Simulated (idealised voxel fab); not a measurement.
The following is a process module called voxel released beams.
The cross-section on display is named cut; it measures 195 nm wide, and its cells are 5 nm squares.
Cross-section format: a grid of square cells, given as bands from top to bottom; each band is one or more rows of cells.
A band entry consists of two parts. The first gives the height of the band's top and the height of its bottom, in nm. The rest lists the band's materials from left to right, each with its width in nm. A single material labelled with the word "edge to edge" fills the band from edge to edge, and the word "blank" marks empty space.
Heights from 0 (as-received wafer is one material below). Bottom band endless downward, as "z 0 and below".
Graded width ("30..40"): value in top row of band = first number; value in bottom row = second number; row-to-row change constant.
Key: "same as before" - step with no changed cell in the cross-section.
"Unvented internal voids": empty spaces of 8 cells or more with no open way to the top, each given as width x height at distance, distance from the left edge, all in nm.
On a step's line, text after the settings is the simulator commenting on that step.
What "overlay nm" on a step's line means: if the step has a mask, that mask lay this far to the right of its planned place, or, when the value is negative, to the left.
-- Listed below are the process steps as planned
- 1: RECEIVE,material Si
- 2: CONFORMAL_DEP,material SiN,thk nm 10
- 3: DIRECTIONAL_DEP,material SiO2,thk nm 10
- 4: DIRECTIONAL_DEP,material aC,thk nm 10
- 5: PATTERN,tone open,mask id ANCHOR,material resist,width nm 35,thk nm 25,overlay nm 0
- 6: DIRECTIONAL_ETCH,etch materials aC,depth nm 10
- 7: STRIP,etch materials resist
- 8: DIRECTIONAL_ETCH,etch materials SiO2,depth nm 10
- 9: STRIP,etch materials aC
- 10: CONFORMAL_DEP,material polySi,thk nm 15
- 11: DIRECTIONAL_DEP,material aC,thk nm 15
- 12: PATTERN,tone cover,mask id BEAM,material resist,width nm 100,thk nm 30,overlay nm 0
- 13: DIRECTIONAL_ETCH,etch materials aC,depth nm 15
- 14: STRIP,etch materials resist
- 15: DIRECTIONAL_ETCH,etch materials polySi,depth nm 15
- 16: STRIP,etch materials aC
- 17: STRIP,etch materials SiO2
Be aware that, although all wafers share a common starting state, the width nm at step 5 differs among them, and the plan displays the first wafer's value.
-- Received condition of the first of several wafers, sectioned: post-step 1
	z 0 and below | Si edge to edge
	Unvented internal voids: none
-- The figure below presents a cross-section of the first of several wafers at the conclusion of the module, following its last step, step 17
	z 35 to 25 | 45 blank  25 polySi  5 blank  70 polySi  50 blank
	z 25 to 20 | 45 blank  100 polySi  50 blank
	z 20 to 10 | 55 blank  35 polySi  105 blank
	z 10 to 0 | SiN edge to edge
	z 0 and below | Si edge to edge
	Unvented internal voids: none
-- The last wafer as seen in cross-section at the end of the module
	z 35 to 25 | 45 blank  15 polySi  30 blank  55 polySi  50 blank
	z 25 to 20 | 45 blank  100 polySi  50 blank
	z 20 to 10 | 45 blank  60 polySi  90 blank
	z 10 to 0 | SiN edge to edge
	z 0 and below | Si edge to edge
	Unvented internal voids: none
-- Below is a per-wafer table. In it, each row describes the wafer at the end of the module by giving, for each material, the number of cells gained (+) or lost (-) since the wafer was received, and after that the closed voids of the wafer
width nm 35; +78 SiN; +72 polySi; Unvented internal voids: none
width nm 40; +78 SiN; +72 polySi; Unvented internal voids: none
width nm 45; +78 SiN; +72 polySi; Unvented internal voids: none
width nm 50; +78 SiN; +72 polySi; Unvented internal voids: none
width nm 55; +78 SiN; +72 polySi; Unvented internal voids: none
width nm 60; +78 SiN; +72 polySi; Unvented internal voids: none
